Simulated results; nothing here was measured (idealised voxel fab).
The process module that follows is named voxel self aligned contacts.
In the cross-section labelled cut, the width is 185 nm and each square cell is 5 nm.
Notation: cross-section as square-cell grid; stated in bands, top first, going down; one or more cell rows per band. A band entry consists of two parts. The first gives the height of the band's top and the height of its bottom, in nm. The rest lists the band's materials from left to right, each with its width in nm. A single material labelled with the word "everywhere" fills the band from edge to edge, and the word "blank" marks empty space. For the purposes of this specification, 0 denotes the height below which the wafer in its as-received condition is composed wholly of one material, and the lowermost band, lacking a lower limit, extends downward without end, as expressed in "z 0 and below". A width given as "30->40" starts at the first number in the band's top row and ends at the second number in its bottom row, shifting by an equal amount at every step from row to row. Basically "nothing changed" means that step didn't change any cell in the cross-section. Closed empty spaces (no open way to the top) of 8 cells or more are what "Enclosed void inventory" lists, each as width x height at distance from the left edge, nm for all three. Heads up: the bit after the settings on a step's line is the simulator's remark on that step. On any step carrying a mask, the "overlay nm" setting, if present on the step's line, tells how far right of its planned place the mask lay; negative values point to the left.
## Set out below are the planned steps of the process
| 1 | RECEIVE,material Si |
| 2 | OXIDIZE,depth nm 5 |
| 3 | DIRECTIONAL_DEP,material polySi,thk nm 25 |
| 4 | DIRECTIONAL_DEP,material SiN,thk nm 25 |
| 5 | DIRECTIONAL_DEP,material aC,thk nm 10 |
| 6 | PATTERN,tone cover,mask id GATE,material resist,width nm 15,pitch nm 65,thk nm 30,overlay nm 0 |
| 7 | DIRECTIONAL_ETCH,etch materials aC,depth nm 10 |
| 8 | STRIP,etch materials resist |
| 9 | DIRECTIONAL_ETCH,etch materials SiN,depth nm 25 |
| 10 | DIRECTIONAL_ETCH,etch materials polySi,depth nm 25 |
| 11 | STRIP,etch materials aC |
| 12 | CONFORMAL_DEP,material SiN,thk nm 10 |
| 13 | DIRECTIONAL_ETCH,etch materials SiN,depth nm 10 |
| 14 | FILL_DEP,material SiO2,thk nm 20 |
| 15 | CMP,height nm 60 |
| 16 | MASKED_ETCH,tone open,mask id CONTACT,width nm 50,pitch nm 65,etch materials SiO2,depth nm 65,overlay nm 0 |
| 17 | CONFORMAL_DEP,material TiN,thk nm 5 |
| 18 | FILL_DEP,material W,thk nm 5 |
| 19 | CMP,height nm 60 |
| 20 | CONFORMAL_DEP,material SiCN,thk nm 5 |
For this document, wafers share an identical start and vary in the step 6 width nm; the plan quotes the first wafer's value.
## As-received cross-section, first of several wafers, post step 1
* z 0 and below: Si everywhere
* Enclosed void inventory: none
## Cross-section of the first of several wafers once the module has run through its last step, step 20
* z 65 to 60: SiCN everywhere
* z 60 to 50: 35 nm SiO2 / 5->15 nm TiN / 40->20 nm W / 5->15 nm TiN / 15 nm SiO2 / 5->15 nm TiN / 40->20 nm W / 5->15 nm TiN / 35 nm SiO2
* z 50 to 25: 10 nm SiO2 / 35 nm SiN / 5 nm TiN / 20 nm W / 5 nm TiN / 35 nm SiN / 5 nm TiN / 20 nm W / 5 nm TiN / 35 nm SiN / 10 nm SiO2
* z 25 to 0: 10 nm SiO2 / 10 nm SiN / 15 nm polySi / 10 nm SiN / 5 nm TiN / 20 nm W / 5 nm TiN / 10 nm SiN / 15 nm polySi / 10 nm SiN / 5 nm TiN / 20 nm W / 5 nm TiN / 10 nm SiN / 15 nm polySi / 10 nm SiN / 10 nm SiO2
* z 0 to -5: 45 nm SiO2 / 30 nm TiN / 35 nm SiO2 / 30 nm TiN / 45 nm SiO2
* z -5 and below: Si everywhere
* Enclosed void inventory: none
## X-section, last wafer, module end
* z 65 to 60: SiCN everywhere
* z 60 to 50: 35 nm SiO2 / 5->20 nm TiN / 40->10 nm W / 5->20 nm TiN / 15 nm SiO2 / 5->20 nm TiN / 40->10 nm W / 5->20 nm TiN / 35 nm SiO2
* z 50 to 25: 5 nm SiO2 / 45 nm SiN / 5 nm TiN / 10 nm W / 5 nm TiN / 45 nm SiN / 5 nm TiN / 10 nm W / 5 nm TiN / 45 nm SiN / 5 nm SiO2
* z 25 to 0: 5 nm SiO2 / 10 nm SiN / 25 nm polySi / 10 nm SiN / 5 nm TiN / 10 nm W / 5 nm TiN / 10 nm SiN / 25 nm polySi / 10 nm SiN / 5 nm TiN / 10 nm W / 5 nm TiN / 10 nm SiN / 25 nm polySi / 10 nm SiN / 5 nm SiO2
* z 0 to -5: 50 nm SiO2 / 20 nm TiN / 45 nm SiO2 / 20 nm TiN / 50 nm SiO2
* z -5 and below: Si everywhere
* Enclosed void inventory: none
## Quick key for the table: a row per wafer, taken at the end of the module. For each material it tells you how many cells the wafer gained (+) or lost (-) since it came in, and the closed voids come after
width nm 15 | -37 Si | +37 SiCN | +165 SiN | +99 SiO2 | +68 TiN | +104 W | +45 polySi | Enclosed void inventory: none
width nm 20 | -37 Si | +37 SiCN | +180 SiN | +91 SiO2 | +68 TiN | +82 W | +60 polySi | Enclosed void inventory: none
width nm 25 | -37 Si | +37 SiCN | +195 SiN | +83 SiO2 | +68 TiN | +60 W | +75 polySi | Enclosed void inventory: none
